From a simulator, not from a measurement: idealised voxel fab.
process module | voxel fin reveal
cross-section cut | 290 nm wide | cells 5 nm
A cross-section is a grid of square cells, given in bands from the top down. A band is one or more rows of cells.
Each band's line starts with the height of the band's top and of its bottom, in nm. Then come its materials from left to right, each with its width in nm. One material with "throughout" fills the band from edge to edge. "air" is empty space.
Height 0 is the level under which the wafer as received is all one material. The lowest band goes on downwards, as in "0 down".
A width such as "30 to 40" changes by the same amount from each row of cells to the next, from the band's top row to its bottom row.
"no change" after a step means that no cell of the cross-section changed.
closed voids: empty space of 8 cells or more with no open way to the top, each as width x height at its distance from the left edge, in nm
after a step's settings: what the simulator itself notes on the step
overlay nm, on a step with a mask: how far to the right of its planned place the mask lay; to the left if negative
plan
1 op RECEIVE | material Si
2 op CONFORMAL_DEP | material SiN | thk nm 10
3 op PATTERN | tone cover | mask id FINS | material resist | width nm 15 | pitch nm 40 | thk nm 15 | overlay nm 0
4 op DIRECTIONAL_ETCH | etch materials SiN | depth nm 10
5 op DIRECTIONAL_ETCH | etch materials Si | depth nm 35
6 op STRIP | etch materials resist
7 op OXIDIZE | depth nm 5
8 op FILL_DEP | material SiO2 | thk nm 5
9 op CMP | height nm 10
10 op SELECTIVE_ETCH | etch materials SiO2 | depth nm 25
11 op STRIP | etch materials SiN
12 op CONFORMAL_DEP | material HfO2 | thk nm 5
as received, after step 1
  0 down: Si throughout
  closed voids: none
a wafer at the end: this start, this plan, one mistake
  5 to 0: air 115 | HfO2 15 | air 25 | HfO2 15 | air 120
  0 to -10: air 115 | HfO2 5 | Si 5 | HfO2 5 | air 25 | HfO2 5 | Si 5 | HfO2 5 | air 120
  -10 to -15: HfO2 120 | Si 5 | HfO2 35 | Si 5 | HfO2 125
  -15 to -75: SiO2 120 | Si 5 | SiO2 35 | Si 5 | SiO2 125
  -75 down: Si throughout
  closed voids: none
what went wrong: step 5 was run twice
